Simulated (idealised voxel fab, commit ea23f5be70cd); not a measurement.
process module | voxel double patterning
cross-section cut | 160 nm wide | cells 5 nm
A cross-section is a grid of square cells, given in bands from the top down. A band is one or more rows of cells.
Each band's line starts with the height of the band's top and of its bottom, in nm. Then come its materials from left to right, each with its width in nm. One material with "throughout" fills the band from edge to edge. "air" is empty space.
Height 0 is the level under which the wafer as received is all one material. The lowest band goes on downwards, as in "0 down".
A width such as "30 to 40" changes by the same amount from each row of cells to the next, from the band's top row to its bottom row.
"no change" after a step means that no cell of the cross-section changed.
closed voids: empty space of 8 cells or more with no open way to the top, each as width x height at its distance from the left edge, in nm
after a step's settings: what the simulator itself notes on the step
overlay nm, on a step with a mask: how far to the right of its planned place the mask lay; to the left if negative
plan
1 op RECEIVE | material Si
2 op CONFORMAL_DEP | material SiO2 | thk nm 10
3 op DIRECTIONAL_DEP | material W | thk nm 10
4 op DIRECTIONAL_DEP | material SiN | thk nm 5
5 op DIRECTIONAL_DEP | material aC | thk nm 15
6 op PATTERN | tone open | mask id FIRST | material resist | width nm 15 | pitch nm 50 | thk nm 35 | overlay nm 0
7 op DIRECTIONAL_ETCH | etch materials aC | depth nm 15
8 op STRIP | etch materials resist
9 op DIRECTIONAL_ETCH | etch materials SiN | depth nm 5
10 op STRIP | etch materials aC
11 op DIRECTIONAL_DEP | material aC | thk nm 10
12 op PATTERN | tone open | mask id SECOND | material resist | width nm 15 | thk nm 30 | overlay nm 0
13 op DIRECTIONAL_ETCH | etch materials aC | depth nm 10
14 op STRIP | etch materials resist
15 op DIRECTIONAL_ETCH | etch materials SiN | depth nm 5
16 op STRIP | etch materials aC
17 op DIRECTIONAL_ETCH | etch materials W | depth nm 10
18 op STRIP | etch materials SiN
first wafer, as planned
as received, after step 1
  0 down: Si throughout
  closed voids: none
after step 2
  10 to 0: SiO2 throughout
  below 0: unchanged
after step 3
  20 to 10: W throughout
  below 10: unchanged
after step 4
  25 to 20: SiN throughout
  below 20: unchanged
after step 5
  40 to 25: aC throughout
  below 25: unchanged
after step 6
  75 to 40: resist 45 | air 15 | resist 35 | air 15 | resist 50
  below 40: unchanged
after step 7
  60 to 40: resist 45 | air 15 | resist 35 | air 15 | resist 50
  40 to 25: aC 45 | air 15 | aC 35 | air 15 | aC 50
  below 25: unchanged
after step 8
  40 to 25: aC 45 | air 15 | aC 35 | air 15 | aC 50
  below 25: unchanged
after step 9
  40 to 25: aC 45 | air 15 | aC 35 | air 15 | aC 50
  25 to 20: SiN 45 | air 15 | SiN 35 | air 15 | SiN 50
  below 20: unchanged
after step 10
  25 to 20: SiN 45 | air 15 | SiN 35 | air 15 | SiN 50
  below 20: unchanged
after step 11
  35 to 30: aC 45 | air 15 | aC 35 | air 15 | aC 50
  30 to 25: aC throughout
  25 to 20: SiN 45 | aC 15 | SiN 35 | aC 15 | SiN 50
  below 20: unchanged
after step 12
  65 to 35: resist 70 | air 15 | resist 75
  35 to 30: aC 45 | resist 15 | aC 35 | resist 15 | aC 50
  below 30: unchanged
after step 13
  55 to 35: resist 70 | air 15 | resist 75
  35 to 30: aC 45 | resist 15 | aC 10 | air 15 | aC 10 | resist 15 | aC 50
  30 to 25: aC 70 | air 15 | aC 75
  below 25: unchanged
after step 14
  35 to 30: aC 45 | air 15 | aC 10 | air 15 | aC 10 | air 15 | aC 50
  below 30: unchanged
after step 15
  35 to 30: aC 45 | air 15 | aC 10 | air 15 | aC 10 | air 15 | aC 50
  30 to 25: aC 70 | air 15 | aC 75
  25 to 20: SiN 45 | aC 15 | SiN 10 | air 15 | SiN 10 | aC 15 | SiN 50
  below 20: unchanged
after step 16
  25 to 20: SiN 45 | air 15 | SiN 10 | air 15 | SiN 10 | air 15 | SiN 50
  below 20: unchanged
after step 17
  25 to 20: SiN 45 | air 15 | SiN 10 | air 15 | SiN 10 | air 15 | SiN 50
  20 to 10: W 45 | air 15 | W 10 | air 15 | W 10 | air 15 | W 50
  below 10: unchanged
after step 18
  20 to 10: W 45 | air 15 | W 10 | air 15 | W 10 | air 15 | W 50
  below 10: unchanged
second wafer: like start, like plan, one mistake. Through step 1 it matches the first wafer
when step 2 should have ended
  15 to 0: SiO2 throughout
  below 0: unchanged
when step 3 should have ended
  25 to 15: W throughout
  below 15: unchanged
when step 4 should have ended
  30 to 25: SiN throughout
  below 25: unchanged
when step 5 should have ended
  45 to 30: aC throughout
  below 30: unchanged
when step 6 should have ended
  80 to 45: resist 45 | air 15 | resist 35 | air 15 | resist 50
  below 45: unchanged
when step 7 should have ended
  65 to 45: resist 45 | air 15 | resist 35 | air 15 | resist 50
  45 to 30: aC 45 | air 15 | aC 35 | air 15 | aC 50
  below 30: unchanged
when step 8 should have ended
  45 to 30: aC 45 | air 15 | aC 35 | air 15 | aC 50
  below 30: unchanged
when step 9 should have ended
  45 to 30: aC 45 | air 15 | aC 35 | air 15 | aC 50
  30 to 25: SiN 45 | air 15 | SiN 35 | air 15 | SiN 50
  below 25: unchanged
when step 10 should have ended
  30 to 25: SiN 45 | air 15 | SiN 35 | air 15 | SiN 50
  below 25: unchanged
when step 11 should have ended
  40 to 35: aC 45 | air 15 | aC 35 | air 15 | aC 50
  35 to 30: aC throughout
  30 to 25: SiN 45 | aC 15 | SiN 35 | aC 15 | SiN 50
  below 25: unchanged
when step 12 should have ended
  70 to 40: resist 70 | air 15 | resist 75
  40 to 35: aC 45 | resist 15 | aC 35 | resist 15 | aC 50
  below 35: unchanged
when step 13 should have ended
  60 to 40: resist 70 | air 15 | resist 75
  40 to 35: aC 45 | resist 15 | aC 10 | air 15 | aC 10 | resist 15 | aC 50
  35 to 30: aC 70 | air 15 | aC 75
  below 30: unchanged
when step 14 should have ended
  40 to 35: aC 45 | air 15 | aC 10 | air 15 | aC 10 | air 15 | aC 50
  below 35: unchanged
when step 15 should have ended
  40 to 35: aC 45 | air 15 | aC 10 | air 15 | aC 10 | air 15 | aC 50
  35 to 30: aC 70 | air 15 | aC 75
  30 to 25: SiN 45 | aC 15 | SiN 10 | air 15 | SiN 10 | aC 15 | SiN 50
  below 25: unchanged
when step 16 should have ended
  30 to 25: SiN 45 | air 15 | SiN 10 | air 15 | SiN 10 | air 15 | SiN 50
  below 25: unchanged
when step 17 should have ended
  30 to 25: SiN 45 | air 15 | SiN 10 | air 15 | SiN 10 | air 15 | SiN 50
  25 to 15: W 45 | air 15 | W 10 | air 15 | W 10 | air 15 | W 50
  below 15: unchanged
when step 18 should have ended
  25 to 15: W 45 | air 15 | W 10 | air 15 | W 10 | air 15 | W 50
  below 15: unchanged
what went wrong: step 2 ran as: op CONFORMAL_DEP | material SiO2 | thk nm 15
at the end the second wafer has, in cells: 32 more of SiO2
